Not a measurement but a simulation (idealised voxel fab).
process module | voxel self aligned vias
cross-section cut | 295 nm wide | cells 5 nm
A cross-section is a grid of square cells, given in bands from the top down. A band is one or more rows of cells.
Each band's line starts with the height of the band's top and of its bottom, in nm. Then come its materials from left to right, each with its width in nm. One material with "throughout" fills the band from edge to edge. "air" is empty space.
Height 0 is the level under which the wafer as received is all one material. The lowest band goes on downwards, as in "0 down".
A width such as "30 to 40" changes by the same amount from each row of cells to the next, from the band's top row to its bottom row.
"no change" after a step means that no cell of the cross-section changed.
closed voids: empty space of 8 cells or more with no open way to the top, each as width x height at its distance from the left edge, in nm
after a step's settings: what the simulator itself notes on the step
overlay nm, on a step with a mask: how far to the right of its planned place the mask lay; to the left if negative
plan
1 op RECEIVE | material Si
2 op CONFORMAL_DEP | material SiO2 | thk nm 10
3 op CONFORMAL_DEP | material SiCN | thk nm 5
4 op DIRECTIONAL_DEP | material SiO2 | thk nm 25
5 op MASKED_ETCH | tone open | mask id LINES | width nm 20 | pitch nm 55 | etch materials SiO2 | depth nm 25 | overlay nm -15
6 op CONFORMAL_DEP | material TiN | thk nm 5
7 op FILL_DEP | material W | thk nm 10
8 op CMP | height nm 40
9 op SELECTIVE_ETCH | etch materials W Ru TiN | depth nm 10
10 op FILL_DEP | material SiN | thk nm 10
11 op CMP | height nm 40
12 op DIRECTIONAL_DEP | material SiO2 | thk nm 20
13 op MASKED_ETCH | tone open | mask id VIAS | width nm 40 | pitch nm 55 | etch materials SiO2 | depth nm 20 | overlay nm 0
14 op MASKED_ETCH | tone open | mask id VIAS | width nm 40 | pitch nm 55 | etch materials SiN | depth nm 10 | overlay nm 0
15 op CONFORMAL_DEP | material TiN | thk nm 5
16 op FILL_DEP | material Cu | thk nm 10
17 op CMP | height nm 60
18 op CONFORMAL_DEP | material SiCN | thk nm 5
varied across the wafers: overlay nm of step 5. The plan shows the first wafer's value. All wafers start alike
first wafer as received, after step 1
  0 down: Si throughout
  closed voids: none
first wafer at the end, after step 18
  65 to 60: SiCN throughout
  60 to 45: SiO2 70 | TiN 5 | Cu 30 | TiN 5 | SiO2 15 | TiN 5 | Cu 30 | TiN 5 | SiO2 15 | TiN 5 | Cu 30 | TiN 5 | SiO2 75
  45 to 40: SiO2 70 | TiN 5 | Cu 5 | TiN 30 | SiO2 15 | TiN 5 | Cu 5 | TiN 30 | SiO2 15 | TiN 5 | Cu 5 | TiN 30 | SiO2 75
  40 to 35: SiO2 65 | SiN 5 | TiN 5 | Cu 5 | TiN 5 | SiO2 35 | SiN 5 | TiN 5 | Cu 5 | TiN 5 | SiO2 35 | SiN 5 | TiN 5 | Cu 5 | TiN 5 | SiO2 100
  35 to 30: SiO2 65 | SiN 5 | TiN 15 | SiO2 35 | SiN 5 | TiN 15 | SiO2 35 | SiN 5 | TiN 15 | SiO2 100
  30 to 20: SiO2 65 | TiN 5 | W 10 | TiN 5 | SiO2 35 | TiN 5 | W 10 | TiN 5 | SiO2 35 | TiN 5 | W 10 | TiN 5 | SiO2 100
  20 to 15: SiO2 65 | TiN 20 | SiO2 35 | TiN 20 | SiO2 35 | TiN 20 | SiO2 100
  15 to 10: SiCN throughout
  10 to 0: SiO2 throughout
  0 down: Si throughout
  closed voids: none
last wafer at the end
  65 to 60: SiCN throughout
  60 to 45: SiO2 70 | TiN 5 | Cu 30 | TiN 5 | SiO2 15 | TiN 5 | Cu 30 | TiN 5 | SiO2 15 | TiN 5 | Cu 30 | TiN 5 | SiO2 75
  45 to 40: SiO2 70 | TiN 30 | Cu 5 | TiN 5 | SiO2 15 | TiN 30 | Cu 5 | TiN 5 | SiO2 15 | TiN 30 | Cu 5 | TiN 5 | SiO2 75
  40 to 35: SiO2 95 | TiN 5 | Cu 5 | TiN 5 | SiN 5 | SiO2 35 | TiN 5 | Cu 5 | TiN 5 | SiN 5 | SiO2 35 | TiN 5 | Cu 5 | TiN 5 | SiN 5 | SiO2 70
  35 to 30: SiO2 95 | TiN 15 | SiN 5 | SiO2 35 | TiN 15 | SiN 5 | SiO2 35 | TiN 15 | SiN 5 | SiO2 70
  30 to 20: SiO2 95 | TiN 5 | W 10 | TiN 5 | SiO2 35 | TiN 5 | W 10 | TiN 5 | SiO2 35 | TiN 5 | W 10 | TiN 5 | SiO2 70
  20 to 15: SiO2 95 | TiN 20 | SiO2 35 | TiN 20 | SiO2 35 | TiN 20 | SiO2 70
  15 to 10: SiCN throughout
  10 to 0: SiO2 throughout
  0 down: Si throughout
  closed voids: none
each wafer at the end: cells of each material gained (+) or lost (-) since it was received, then its closed voids
overlay nm -15 | +60 Cu | +118 SiCN | +6 SiN | +493 SiO2 | +78 TiN | +12 W | closed voids: none
overlay nm -10 | +66 Cu | +118 SiCN | +493 SiO2 | +78 TiN | +12 W | closed voids: none
overlay nm -5 | +66 Cu | +118 SiCN | +493 SiO2 | +78 TiN | +12 W | closed voids: none
overlay nm 0 | +66 Cu | +118 SiCN | +493 SiO2 | +78 TiN | +12 W | closed voids: none
overlay nm 5 | +66 Cu | +118 SiCN | +493 SiO2 | +78 TiN | +12 W | closed voids: none
overlay nm 10 | +66 Cu | +118 SiCN | +493 SiO2 | +78 TiN | +12 W | closed voids: none
overlay nm 15 | +60 Cu | +118 SiCN | +6 SiN | +493 SiO2 | +78 TiN | +12 W | closed voids: none
